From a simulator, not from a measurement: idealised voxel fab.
process module | voxel plated lines
cross-section cut | 200 nm wide | cells 5 nm
A cross-section is a grid of square cells, given in bands from the top down. A band is one or more rows of cells.
Each band's line starts with the height of the band's top and of its bottom, in nm. Then come its materials from left to right, each with its width in nm. One material with "throughout" fills the band from edge to edge. "air" is empty space.
Height 0 is the level under which the wafer as received is all one material. The lowest band goes on downwards, as in "0 down".
A width such as "30 to 40" changes by the same amount from each row of cells to the next, from the band's top row to its bottom row.
"no change" after a step means that no cell of the cross-section changed.
closed voids: empty space of 8 cells or more with no open way to the top, each as width x height at its distance from the left edge, in nm
after a step's settings: what the simulator itself notes on the step
overlay nm, on a step with a mask: how far to the right of its planned place the mask lay; to the left if negative
plan
1 op RECEIVE | material Si
2 op CONFORMAL_DEP | material Al2O3 | thk nm 10
3 op DIRECTIONAL_DEP | material TiN | thk nm 5
4 op PATTERN | tone open | mask id LINES | material resist | width nm 25 | pitch nm 55 | thk nm 35 | overlay nm 0
5 op EPI | material Ru | thk nm 10
6 op EPI | material Ru | thk nm 5
7 op EPI | material Ru | thk nm 5
8 op STRIP | etch materials resist
9 op DIRECTIONAL_ETCH | etch materials TiN | depth nm 5
10 op CONFORMAL_DEP | material SiN | thk nm 10
as received, after step 1
  0 down: Si throughout
  closed voids: none
first wafer at the end, as planned
  45 to 35: air 50 | SiN 45 | air 10 | SiN 45 | air 50
  35 to 20: air 50 | SiN 10 | Ru 25 | SiN 10 | air 10 | SiN 10 | Ru 25 | SiN 10 | air 50
  20 to 15: SiN 60 | Ru 25 | SiN 30 | Ru 25 | SiN 60
  15 to 10: SiN 60 | TiN 25 | SiN 30 | TiN 25 | SiN 60
  10 to 0: Al2O3 throughout
  0 down: Si throughout
  closed voids: none
second wafer at the end: like start, like plan, one mistake
  35 to 25: air 50 | SiN 45 | air 10 | SiN 45 | air 50
  25 to 20: air 50 | SiN 10 | Ru 25 | SiN 10 | air 10 | SiN 10 | Ru 25 | SiN 10 | air 50
  20 to 15: SiN 60 | Ru 25 | SiN 30 | Ru 25 | SiN 60
  15 to 10: SiN 60 | TiN 25 | SiN 30 | TiN 25 | SiN 60
  10 to 0: Al2O3 throughout
  0 down: Si throughout
  closed voids: none
what went wrong: step 5 was left out
at the end the second wafer has, in cells: 20 fewer of Ru | 16 fewer of SiN
